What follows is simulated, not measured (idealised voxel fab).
Proc. module: voxel transistor to metal
Each square cell in cross-section cut measures 5 nm, and the section as a whole is 235 nm wide.
In what follows, cross-sections appear as grids of square cells, described through bands that run from the top down, where every band is one or more rows of cells. First you get the band's top height and its bottom height, in nm, and then the materials it's made of, left to right, with each width in nm. If you see a single material with "all across", that one covers the band edge to edge. "empty" is empty space. Height is counted from the level 0, under which the received wafer is composed throughout of one material. The lowest of the bands is not closed at the bottom but continues downward, in the notation "z 0 and below". When a width is written as two numbers, as in "30 to 40", the first number is the width in the top row of cells of the band and the second is the width in its bottom row, and the width changes by the same amount from each row to the next. It should be understood that the words "everything unchanged", when stated for a given step, signify that the cross-section underwent no change in any of its cells during that step. "Enclosed cavities" means: voids of 8 cells or more that are shut off from the top with no open way through. Written width x height at distance, distance from the left edge, in nm. What comes after the settings on a step's line is commentary from the simulator itself on that step. Each step line may optionally specify "overlay nm", which for a step with a mask gives the rightward distance between the mask's planned place and where it lay, a negative value indicating the leftward direction.

Steps in the process plan:
1. RECEIVE (material Si)
2. OXIDIZE (depth nm 5)
3. CONFORMAL_DEP (material SiN; thk nm 15)
4. DIRECTIONAL_DEP (material aC; thk nm 15)
5. PATTERN (tone cover; mask id ACTIVE; material resist; width nm 85; pitch nm 105; thk nm 35; overlay nm 0)
6. DIRECTIONAL_ETCH (etch materials aC; depth nm 15)
7. STRIP (etch materials resist)
8. DIRECTIONAL_ETCH (etch materials SiN; depth nm 15)
9. DIRECTIONAL_ETCH (etch materials SiO2; depth nm 5)
10. DIRECTIONAL_ETCH (etch materials Si; depth nm 30)
11. STRIP (etch materials aC)
12. OXIDIZE (depth nm 5)
13. FILL_DEP (material SiO2; thk nm 15)
14. CMP (height nm 15)
15. SELECTIVE_ETCH (etch materials SiO2; depth nm 10)
16. STRIP (etch materials SiN)
17. SELECTIVE_ETCH (etch materials SiO2; depth nm 5)
18. OXIDIZE (depth nm 5)
19. DIRECTIONAL_DEP (material polySi; thk nm 20)
20. DIRECTIONAL_DEP (material SiCN; thk nm 15)
21. DIRECTIONAL_DEP (material aC; thk nm 10)
22. PATTERN (tone cover; mask id GATE; material resist; width nm 15; pitch nm 105; thk nm 30; overlay nm 0)
23. DIRECTIONAL_ETCH (etch materials aC; depth nm 10)
24. STRIP (etch materials resist)
25. DIRECTIONAL_ETCH (etch materials SiCN; depth nm 25)
26. DIRECTIONAL_ETCH (etch materials polySi; depth nm 30)
27. STRIP (etch materials aC)
28. CONFORMAL_DEP (material SiO2; thk nm 5)
29. DIRECTIONAL_ETCH (etch materials SiO2; depth nm 5)
30. CONFORMAL_DEP (material SiN; thk nm 5)
31. DIRECTIONAL_ETCH (etch materials SiN; depth nm 5)
32. DIRECTIONAL_ETCH (etch materials SiO2; depth nm 5)
33. DIRECTIONAL_ETCH (etch materials Si; depth nm 5)
34. EPI (material SiGe; thk nm 5)
35. FILL_DEP (material SiO2; thk nm 5)
36. CMP (height nm 30)
37. DIRECTIONAL_DEP (material SiO2; thk nm 10)
38. PATTERN (tone open; mask id CONTACT; material resist; width nm 15; thk nm 15; overlay nm 0)
39. DIRECTIONAL_ETCH (etch materials SiO2; depth nm 50)
40. STRIP (etch materials resist)
41. CONFORMAL_DEP (material TiN; thk nm 5)
42. FILL_DEP (material W; thk nm 10)
43. CMP (height nm 40)
44. DIRECTIONAL_DEP (material TiN; thk nm 5)
45. DIRECTIONAL_DEP (material W; thk nm 25)
46. MASKED_ETCH (tone cover; mask id METAL_1; width nm 15; etch materials W; depth nm 25; overlay nm 0)
47. MASKED_ETCH (tone cover; mask id METAL_1; width nm 15; etch materials TiN; depth nm 5; overlay nm 0)
48. FILL_DEP (material SiO2; thk nm 10)
49. CMP (height nm 70)
50. CONFORMAL_DEP (material SiCN; thk nm 5)
51. DIRECTIONAL_DEP (material SiO2; thk nm 30)
52. PATTERN (tone open; mask id METAL_2; material resist; width nm 15; pitch nm 105; thk nm 15; overlay nm 0)
53. DIRECTIONAL_ETCH (etch materials SiO2; depth nm 15)
54. STRIP (etch materials resist)
55. PATTERN (tone open; mask id METAL_2_HOLES; material resist; width nm 15; pitch nm 105; thk nm 20; overlay nm 0)
56. DIRECTIONAL_ETCH (etch materials SiO2; depth nm 15)
57. DIRECTIONAL_ETCH (etch materials SiCN; depth nm 5)
58. STRIP (etch materials resist)
59. CONFORMAL_DEP (material TiN; thk nm 5)
60. FILL_DEP (material Ru; thk nm 5)
61. CMP (height nm 105)
62. CONFORMAL_DEP (material SiCN; thk nm 5)

Shown in cross-section is the wafer as received, that is, as it stands after step 1:
* z 0 and below = Si all across
* Enclosed cavities: none

Same starting wafer, same plan as above, one mistake in the execution; this is the cross-section at the end of the module:
* z 110 to 105 = SiCN all across
* z 105 to 75 = SiO2 (25); TiN (5); Ru (5); TiN (5); SiO2 (90); TiN (5); Ru (5); TiN (5); SiO2 (90)
* z 75 to 70 = SiCN (25); TiN (15); SiCN (90); TiN (15); SiCN (90)
* z 70 to 45 = W (25); SiO2 (15); W (45); SiO2 (15); W (30); SiO2 (15); W (45); SiO2 (15); W (30)
* z 45 to 40 = TiN all across
* z 40 to 30 = SiO2 (25); TiN (5); W (5); TiN (5); SiO2 (45); TiN (5); W (5); TiN (5); SiO2 (30); TiN (5); W (5); TiN (5); SiO2 (45); TiN (5); W (5); TiN (5); SiO2 (30)
* z 30 to 15 = SiO2 (25); TiN (5); W (5); TiN (5); SiO2 (5); SiN (5); SiO2 (5); SiCN (15); SiO2 (5); SiN (5); SiO2 (5); TiN (5); W (5); TiN (5); SiO2 (30); TiN (5); W (5); TiN (5); SiO2 (5); SiN (5); SiO2 (5); SiCN (15); SiO2 (5); SiN (5); SiO2 (5); TiN (5); W (5); TiN (5); SiO2 (30)
* z 15 to 0 = SiO2 (25); TiN (5); W (5); TiN (5); SiO2 (5); SiN (5); SiO2 (5); polySi (15); SiO2 (5); SiN (5); SiO2 (5); TiN (5); W (5); TiN (5); SiO2 (30); TiN (5); W (5); TiN (5); SiO2 (5); SiN (5); SiO2 (5); polySi (15); SiO2 (5); SiN (5); SiO2 (5); TiN (5); W (5); TiN (5); SiO2 (30)
* z 0 to -5 = SiO2 (20); SiN (5); TiN (5); W (5); TiN (5); SiO2 (5); SiN (5); SiO2 (5); polySi (15); SiO2 (5); SiN (5); SiO2 (5); TiN (5); W (5); TiN (5); SiN (5); SiO2 (20); SiN (5); TiN (5); W (5); TiN (5); SiO2 (5); SiN (5); SiO2 (5); polySi (15); SiO2 (5); SiN (5); SiO2 (5); TiN (5); W (5); TiN (5); SiN (5); SiO2 (25)
* z -5 to -10 = SiO2 (25); TiN (15); SiGe (5); SiO2 (35); SiGe (5); TiN (15); SiO2 (30); TiN (15); SiGe (5); SiO2 (35); SiGe (5); TiN (15); SiO2 (30)
* z -10 to -15 = SiO2 (25); SiGe (20); Si (35); SiGe (20); SiO2 (30); SiGe (20); Si (35); SiGe (20); SiO2 (30)
* z -15 to -40 = SiO2 (25); Si (75); SiO2 (30); Si (75); SiO2 (30)
* z -40 and below = Si all across
* Enclosed cavities: none
Heads up, the wafer didn't run the way we planned it: step 46 was run on a setting that differed from the plan, and what really ran there is MASKED_ETCH (tone open; mask id METAL_1; width nm 15; etch materials W; depth nm 25; overlay nm 0)
